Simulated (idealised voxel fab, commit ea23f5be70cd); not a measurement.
The process module presented herein is designated voxel quadruple lines.
Square cell edge 5 nm, section width 245 nm, ID cut.
When this document writes out a cross-section, it uses a grid of square cells and lists it as bands, beginning at the top and moving down, with a band standing for one or more rows of cells. Look at the band entry: it leads with the top's height and the bottom's height in nm. Then it lists the materials left to right, with a width in nm for each. The word "full width" on a single material says that material fills the band edge to edge. The word "empty" is empty space. Where do heights start? At 0: under that level the wafer as delivered is made of one material only. And the lowest band has no floor; it just carries on downward, as in "0 -> down". Width "30->40": first value at the band's top row of cells, second value at its bottom row, equal change from row to row. Where the words "nothing different" appear for a step, the cross-section shows no cell changed by that step; every cell remained as before. For the entry "Closed void register", the listed items are empty spaces with no open way to the top whose size is 8 cells or more; each item follows the pattern width x height at distance, where distance is from the left edge and all three are in nm. It should be noted that, on the line of a given step, the content following the step's settings is a remark produced by the simulator itself with respect to that step. If you see "overlay nm" on a step's line and that step has a mask, it's telling you how far right of where it was planned the mask ended up; a negative number means it went left instead.

Below is the list of planned process steps:
| 1 | RECEIVE with material Si |
| 2 | CONFORMAL_DEP with material Al2O3, thk nm 5 |
| 3 | DIRECTIONAL_DEP with material Ru, thk nm 10 |
| 4 | DIRECTIONAL_DEP with material polySi, thk nm 15 |
| 5 | DIRECTIONAL_DEP with material aC, thk nm 25 |
| 6 | PATTERN with tone cover, mask id MANDREL, material resist, width nm 35, pitch nm 100, thk nm 30, overlay nm 0 |
| 7 | DIRECTIONAL_ETCH with etch materials aC, depth nm 25 |
| 8 | STRIP with etch materials resist |
| 9 | CONFORMAL_DEP with material SiO2, thk nm 15 |
| 10 | DIRECTIONAL_ETCH with etch materials SiO2, depth nm 15 |
| 11 | STRIP with etch materials aC |
| 12 | DIRECTIONAL_ETCH with etch materials polySi, depth nm 15 |
| 13 | STRIP with etch materials SiO2 |
| 14 | CONFORMAL_DEP with material SiN, thk nm 10 |
| 15 | DIRECTIONAL_ETCH with etch materials SiN, depth nm 10 |
| 16 | STRIP with etch materials polySi |
| 17 | DIRECTIONAL_ETCH with etch materials Ru, depth nm 10 |
| 18 | STRIP with etch materials SiN |
| 19 | FILL_DEP with material SiO2, thk nm 5 |
| 20 | CMP with height nm 15 |

Step 1 complete: cross-section of the wafer as received:
0 -> down | Si full width
Closed void register: none

Cross-section taken at module completion on the first of two wafers; processed per the plan:
15 -> 5 | 30 nm SiO2 / 10 nm Ru / 15 nm SiO2 / 10 nm Ru / 15 nm SiO2 / 10 nm Ru / 15 nm SiO2 / 10 nm Ru / 15 nm SiO2 / 10 nm Ru / 15 nm SiO2 / 10 nm Ru / 15 nm SiO2 / 10 nm Ru / 15 nm SiO2 / 10 nm Ru / 30 nm SiO2
5 -> 0 | Al2O3 full width
0 -> down | Si full width
Closed void register: none

Cross-section, wafer two of two, end of module: same start and plan as wafer one, one error in execution:
15 -> 5 | 35 nm SiO2 / 10 nm Ru / 15 nm SiO2 / 10 nm Ru / 10 nm SiO2 / 10 nm Ru / 15 nm SiO2 / 10 nm Ru / 20 nm SiO2 / 10 nm Ru / 15 nm SiO2 / 10 nm Ru / 10 nm SiO2 / 10 nm Ru / 15 nm SiO2 / 10 nm Ru / 30 nm SiO2
5 -> 0 | Al2O3 full width
0 -> down | Si full width
Closed void register: none
Finding, execution versus plan: step 6 was run on a setting that differed from the plan, and what really ran there is PATTERN with tone cover, mask id MANDREL, material resist, width nm 30, pitch nm 100, thk nm 30, overlay nm 0
The two final wafers agree on how many cells each material fills and disagree on which cells those are.
